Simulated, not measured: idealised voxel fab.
Name of the process module below: voxel transistor to metal
Section cut is 165 nm wide and gridded with 5 nm square cells.
Format of a cross-section: grid, square cells. Given as bands. Order: top down. Band: one or more rows of cells. Each band's line starts with the height of the band's top and of its bottom, in nm. Then come its materials from left to right, each with its width in nm. One material with "everywhere" fills the band from edge to edge. "empty" is empty space. Note: height 0 marks the level under which the wafer is uniformly one material as received. Lowest band unbounded below, written "0 and below". Graded width ("30->40"): value in top row of band = first number; value in bottom row = second number; row-to-row change constant. Given "no alterations made" for a step, no cell of the cross-section differs between before and after that step. Heads up: "Enclosed internal cavities" only lists the empty pockets with no open path to the top that are 8 cells or more, and it writes them as width x height at distance, distance from the left edge, in nm. Step line, after settings: the simulator's comment on this step. On any step carrying a mask, the "overlay nm" setting, if present on the step's line, tells how far right of its planned place the mask lay; negative values point to the left.

The planned process steps are enumerated hereunder
1) RECEIVE,material Si
2) CONFORMAL_DEP,material SiO2,thk nm 5
3) CONFORMAL_DEP,material SiN,thk nm 10
4) PATTERN,tone cover,mask id ACTIVE,material resist,width nm 105,thk nm 20,overlay nm 0
5) DIRECTIONAL_ETCH,etch materials SiN,depth nm 10
6) DIRECTIONAL_ETCH,etch materials SiO2,depth nm 5
7) DIRECTIONAL_ETCH,etch materials Si,depth nm 25
8) STRIP,etch materials resist
9) FILL_DEP,material SiO2,thk nm 10
10) CMP,height nm 15
11) SELECTIVE_ETCH,etch materials SiO2,depth nm 10
12) STRIP,etch materials SiN
13) SELECTIVE_ETCH,etch materials SiO2,depth nm 5
14) OXIDIZE,depth nm 5
15) DIRECTIONAL_DEP,material polySi,thk nm 30
16) DIRECTIONAL_DEP,material SiCN,thk nm 15
17) PATTERN,tone cover,mask id GATE,material resist,width nm 25,thk nm 20,overlay nm 0
18) DIRECTIONAL_ETCH,etch materials SiCN,depth nm 25
19) DIRECTIONAL_ETCH,etch materials polySi,depth nm 40
20) STRIP,etch materials resist
21) CONFORMAL_DEP,material SiN,thk nm 10
22) DIRECTIONAL_ETCH,etch materials SiN,depth nm 10
23) DIRECTIONAL_ETCH,etch materials SiO2,depth nm 5
24) DIRECTIONAL_ETCH,etch materials Si,depth nm 15
25) EPI,material SiGe,thk nm 15
26) FILL_DEP,material SiO2,thk nm 10
27) CMP,height nm 45
28) DIRECTIONAL_DEP,material SiO2,thk nm 15
29) PATTERN,tone open,mask id CONTACT,material resist,width nm 25,pitch nm 60,thk nm 20,overlay nm -15
30) DIRECTIONAL_ETCH,etch materials SiO2,depth nm 65
31) STRIP,etch materials resist
32) CONFORMAL_DEP,material TiN,thk nm 5
33) FILL_DEP,material W,thk nm 5
34) CMP,height nm 60
35) CONFORMAL_DEP,material SiCN,thk nm 5
36) DIRECTIONAL_DEP,material SiO2,thk nm 20
37) MASKED_ETCH,tone open,mask id METAL_1,width nm 15,pitch nm 70,etch materials SiO2,depth nm 20,overlay nm 0
38) MASKED_ETCH,tone open,mask id METAL_1,width nm 15,pitch nm 70,etch materials SiCN,depth nm 5,overlay nm 0
39) CONFORMAL_DEP,material TiN,thk nm 5
40) FILL_DEP,material Cu,thk nm 5
41) CMP,height nm 85
42) CONFORMAL_DEP,material SiN,thk nm 5
It is noted that the wafers described herein are identical at the outset and are distinguished by the overlay nm of step 29; the value stated in the plan corresponds to the first wafer.

First wafer of several, as received: cross-section after step 1
* 0 and below = Si everywhere
* Enclosed internal cavities: none

At the end of the module, after its last step, step 42, the first of several wafers appears in cross-section as follows
* 90 down to 85 = SiN everywhere
* 85 down to 65 = SiO2=40 | TiN=5 | Cu=5 | TiN=5 | SiO2=55 | TiN=5 | Cu=5 | TiN=5 | SiO2=40
* 65 down to 60 = SiCN=40 | TiN=15 | SiCN=55 | TiN=15 | SiCN=40
* 60 down to 50 = SiO2=25 | TiN=5 | W=15 | TiN=5 | SiO2=35 | TiN=5 | W=15 | TiN=5 | SiO2=55
* 50 down to 45 = SiO2=25 | TiN=5 | W=15 | TiN=5 | SiO2=35 | TiN=25 | SiO2=55
* 45 down to 30 = SiO2=25 | TiN=5 | W=15 | TiN=5 | SiO2=10 | SiN=10 | SiCN=25 | SiN=10 | TiN=5 | SiO2=55
* 30 down to 15 = SiO2=25 | TiN=5 | W=15 | TiN=5 | SiO2=10 | SiN=10 | polySi=25 | SiN=10 | TiN=5 | SiO2=55
* 15 down to 10 = SiO2=25 | TiN=5 | W=10 | TiN=10 | SiO2=10 | SiN=10 | polySi=25 | SiN=10 | TiN=5 | SiO2=55
* 10 down to 0 = SiO2=25 | TiN=5 | W=10 | TiN=5 | SiGe=15 | SiN=10 | polySi=25 | SiN=10 | SiGe=15 | SiO2=45
* 0 down to -5 = SiO2=25 | TiN=20 | SiGe=15 | SiO2=45 | SiGe=15 | SiO2=45
* -5 down to -20 = SiO2=30 | SiGe=30 | Si=45 | SiGe=30 | SiO2=30
* -20 down to -25 = SiO2=30 | Si=105 | SiO2=30
* -25 and below = Si everywhere
* Enclosed internal cavities: none

X-section, last wafer, module end
* 90 down to 85 = SiN everywhere
* 85 down to 65 = SiO2=40 | TiN=5 | Cu=5 | TiN=5 | SiO2=55 | TiN=5 | Cu=5 | TiN=5 | SiO2=40
* 65 down to 60 = SiCN=40 | TiN=15 | SiCN=55 | TiN=15 | SiCN=40
* 60 down to 50 = SiO2=55 | TiN=5 | W=15 | TiN=5 | SiO2=35 | TiN=5 | W=15 | TiN=5 | SiO2=25
* 50 down to 45 = SiO2=55 | TiN=25 | SiO2=35 | TiN=5 | W=15 | TiN=5 | SiO2=25
* 45 down to 30 = SiO2=55 | TiN=5 | SiN=10 | SiCN=25 | SiN=10 | SiO2=10 | TiN=5 | W=15 | TiN=5 | SiO2=25
* 30 down to 15 = SiO2=55 | TiN=5 | SiN=10 | polySi=25 | SiN=10 | SiO2=10 | TiN=5 | W=15 | TiN=5 | SiO2=25
* 15 down to 10 = SiO2=55 | TiN=5 | SiN=10 | polySi=25 | SiN=10 | SiO2=10 | TiN=10 | W=10 | TiN=5 | SiO2=25
* 10 down to 0 = SiO2=45 | SiGe=15 | SiN=10 | polySi=25 | SiN=10 | SiGe=15 | TiN=5 | W=10 | TiN=5 | SiO2=25
* 0 down to -5 = SiO2=45 | SiGe=15 | SiO2=45 | SiGe=15 | TiN=20 | SiO2=25
* -5 down to -20 = SiO2=30 | SiGe=30 | Si=45 | SiGe=30 | SiO2=30
* -20 down to -25 = SiO2=30 | Si=105 | SiO2=30
* -25 and below = Si everywhere
* Enclosed internal cavities: none

The following table contains a row per wafer, in which are reported, at the conclusion of the module, the cells of each material gained (+) or lost (-) since the wafer's receipt, with its closed voids given thereafter
overlay nm -15 | +8 Cu | -117 Si | +42 SiCN | +54 SiGe | +69 SiN | +402 SiO2 | +67 TiN | +39 W | +30 polySi | Enclosed internal cavities: none
overlay nm -10 | +8 Cu | -117 Si | +42 SiCN | +54 SiGe | +69 SiN | +398 SiO2 | +74 TiN | +36 W | +30 polySi | Enclosed internal cavities: none
overlay nm -5 | +8 Cu | -117 Si | +42 SiCN | +54 SiGe | +69 SiN | +394 SiO2 | +74 TiN | +40 W | +30 polySi | Enclosed internal cavities: none
overlay nm 0 | +8 Cu | -117 Si | +42 SiCN | +54 SiGe | +69 SiN | +394 SiO2 | +74 TiN | +40 W | +30 polySi | Enclosed internal cavities: none
overlay nm 5 | +8 Cu | -117 Si | +42 SiCN | +54 SiGe | +69 SiN | +394 SiO2 | +74 TiN | +40 W | +30 polySi | Enclosed internal cavities: none
overlay nm 10 | +8 Cu | -117 Si | +42 SiCN | +54 SiGe | +69 SiN | +398 SiO2 | +74 TiN | +36 W | +30 polySi | Enclosed internal cavities: none
overlay nm 15 | +8 Cu | -117 Si | +42 SiCN | +54 SiGe | +69 SiN | +402 SiO2 | +67 TiN | +39 W | +30 polySi | Enclosed internal cavities: none
